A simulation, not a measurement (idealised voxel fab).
This section sets out a process module, namely voxel ribs on slabs.
In the cross-section labelled cut, the width is 250 nm and each square cell is 5 nm.
Heads up, the way a cross-section reads in here is a grid of square cells, handed over as bands from the top down, with every band being one or more rows of cells.
A band entry consists of two parts. The first gives the height of the band's top and the height of its bottom, in nm. The rest lists the band's materials from left to right, each with its width in nm. A single material labelled with the word "throughout" fills the band from edge to edge, and the word "air" marks empty space.
Height is counted from the level 0, under which the received wafer is composed throughout of one material. The lowest of the bands is not closed at the bottom but continues downward, in the notation "z 0 and below".
Width spec "30->40" -> top row of cells at first value, bottom row at second value, equal per-row change in between.
The cross-section has no changed cell in any step marked "changes: none".
Empty spaces without an open route to the top, at least 8 cells in extent, make up the entry "Closed void listing"; each is given as width x height at distance, where the distance is measured from the left edge, and all are in nm.
Anything after a step's settings on that line? It's the simulator's own note about the step.
When a step includes a mask, the "overlay nm" setting on its line states how far to the right of its planned place that mask lay, and negative values state how far to the left.
## This section lists the process steps that were planned
1 op RECEIVE | material Si
2 op DIRECTIONAL_DEP | material SiO2 | thk nm 25
3 op DIRECTIONAL_DEP | material SiN | thk nm 15
4 op MASKED_ETCH | tone cover | mask id RIB | width nm 20 | etch materials SiN | depth nm 10 | overlay nm 0
5 op MASKED_ETCH | tone cover | mask id SLAB | width nm 60 | etch materials SiN | depth nm 5 | overlay nm 0
6 op FILL_DEP | material SiO2 | thk nm 20
7 op CMP | height nm 50
8 op DIRECTIONAL_DEP | material TiN | thk nm 5
9 op MASKED_ETCH | tone cover | mask id HEATER | width nm 30 | etch materials TiN | depth nm 5 | overlay nm 0
10 op CONFORMAL_DEP | material SiO2 | thk nm 5
## Run as planned: first of two wafers
## As received (post step 1): cross-section
* z 0 and below = Si throughout
* Closed void listing: none
## Sectional view: wafer, after step 2
* z 25 to 0 = SiO2 throughout
* Under 0: no change, same as before.
## Sectional view: wafer, after step 3
* z 40 to 25 = SiN throughout
* Under 25: no change, same as before.
## Sectional view: wafer, after step 4
* z 40 to 30 = air=115, SiN=20, air=115
* Under 30: no change, same as before.
## Sectional view: wafer, after step 5
* z 40 to 30 = air=115, SiN=20, air=115
* z 30 to 25 = air=95, SiN=60, air=95
* Under 25: no change, same as before.
## Sectional view: wafer, after step 6
* z 60 to 40 = SiO2 throughout
* z 40 to 30 = SiO2=115, SiN=20, SiO2=115
* z 30 to 25 = SiO2=95, SiN=60, SiO2=95
* Under 25: no change, same as before.
## Sectional view: wafer, after step 7
* z 50 to 40 = SiO2 throughout
* Under 40: no change, same as before.
## Sectional view: wafer, after step 8
* z 55 to 50 = TiN throughout
* Under 50: no change, same as before.
## Sectional view: wafer, after step 9
* z 55 to 50 = air=110, TiN=30, air=110
* Under 50: no change, same as before.
## Sectional view: wafer, after step 10
* z 60 to 55 = air=105, SiO2=40, air=105
* z 55 to 50 = SiO2=110, TiN=30, SiO2=110
* Under 50: no change, same as before.
## Second wafer: same start and same plan as the first, one execution error; identical to the first through step 4
## Second wafer at the planned finish of step 5, seen in cross-section
* z 40 to 30 = air=115, SiN=20, air=115
* z 30 to 25 = air=85, SiN=60, air=105
* Under 25: no change, same as before.
## Second wafer at the planned finish of step 6, seen in cross-section
* z 60 to 40 = SiO2 throughout
* z 40 to 30 = SiO2=115, SiN=20, SiO2=115
* z 30 to 25 = SiO2=85, SiN=60, SiO2=105
* Under 25: no change, same as before.
## Second wafer at the planned finish of step 7, seen in cross-section
* z 50 to 40 = SiO2 throughout
* Under 40: no change, same as before.
## Second wafer at the planned finish of step 8, seen in cross-section
* z 55 to 50 = TiN throughout
* Under 50: no change, same as before.
## Second wafer at the planned finish of step 9, seen in cross-section
* z 55 to 50 = air=110, TiN=30, air=110
* Under 50: no change, same as before.
## Second wafer at the planned finish of step 10, seen in cross-section
* z 60 to 55 = air=105, SiO2=40, air=105
* z 55 to 50 = SiO2=110, TiN=30, SiO2=110
* Under 50: no change, same as before.
What was the processing mistake? note that step 5 departed from the planned setting and was carried out as op MASKED_ETCH | tone cover | mask id SLAB | width nm 60 | etch materials SiN | depth nm 5 | overlay nm -10
By the end, you'd get the same cell count for each material on either wafer, but the second wafer puts them somewhere else.
